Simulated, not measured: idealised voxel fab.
The process module that follows is named voxel tone inversion.
FYI the section here is cut, 260 nm wide, cells are 5 nm squares.
In this document a cross-section is written as a grid of square cells. It is given as a series of bands, listed from the top down, and a band is one or more rows of cells.
It is stipulated that each band's entry specify, in nanometres, the height of the top of the band and then that of its bottom, followed by the materials of the band in left-to-right sequence, each together with its width in nanometres. A single material marked by the word "all across" is understood to fill the band from edge to edge; the word "blank" is understood to denote empty space.
Height datum 0, below which the as-received substrate wafer is one material. Lowest band open at the bottom, running downward: "top 0, no bottom".
A two-number width, for instance "30->40", indicates that the width is equal to the first number in the top row of the band and to the second number in the bottom row, and that it changes by a constant amount per row of cells.
Where the words "same as before" appear for a step, the cross-section shows no cell changed by that step; every cell remained as before.
Entry "Closed void table". Content: empty spaces with no open connection to the top, size 8 cells or greater. Each: width x height at distance. Distance: from left edge. Unit: nm.
That trailing text on a step's line, after the settings, is the simulator's own remark on the step.
"overlay nm" answers the question of how far to the right of plan the mask lay on a step that has a mask, and when it is negative the answer is to the left.
### Steps planned for the process
1. RECEIVE, material Si
2. CONFORMAL_DEP, material SiCN, thk nm 10
3. DIRECTIONAL_DEP, material aC, thk nm 25
4. PATTERN, tone cover, mask id POSTS, material resist, width nm 25, pitch nm 55, thk nm 35, overlay nm 0
5. DIRECTIONAL_ETCH, etch materials aC, depth nm 25
6. STRIP, etch materials resist
7. FILL_DEP, material SiO2, thk nm 5
8. CMP, height nm 35
9. STRIP, etch materials aC
### Wafer as received: cross-section following step 1
  top 0, no bottom | Si all across
  Closed void table: none
### The first of two wafers, cross-sectioned at the end of the module, with the run proceeding as planned
  top 35, bottom 10 | 60 of SiO2 | 25 of blank | 30 of SiO2 | 25 of blank | 30 of SiO2 | 25 of blank | 65 of SiO2
  top 10, bottom 0 | SiCN all across
  top 0, no bottom | Si all across
  Closed void table: none
### Here's the second of our two wafers sectioned at module end. Same start as the first, same plan, but one mistake got made running it
  top 35, bottom 10 | 70 of SiO2 | 25 of blank | 30 of SiO2 | 25 of blank | 30 of SiO2 | 25 of blank | 55 of SiO2
  top 10, bottom 0 | SiCN all across
  top 0, no bottom | Si all across
  Closed void table: none
Diagnosis: step 4, actual vs plan mismatch, actual run PATTERN, tone cover, mask id POSTS, material resist, width nm 25, pitch nm 55, thk nm 35, overlay nm 10
Cell counts per material: same on both final wafers. Positions: different.
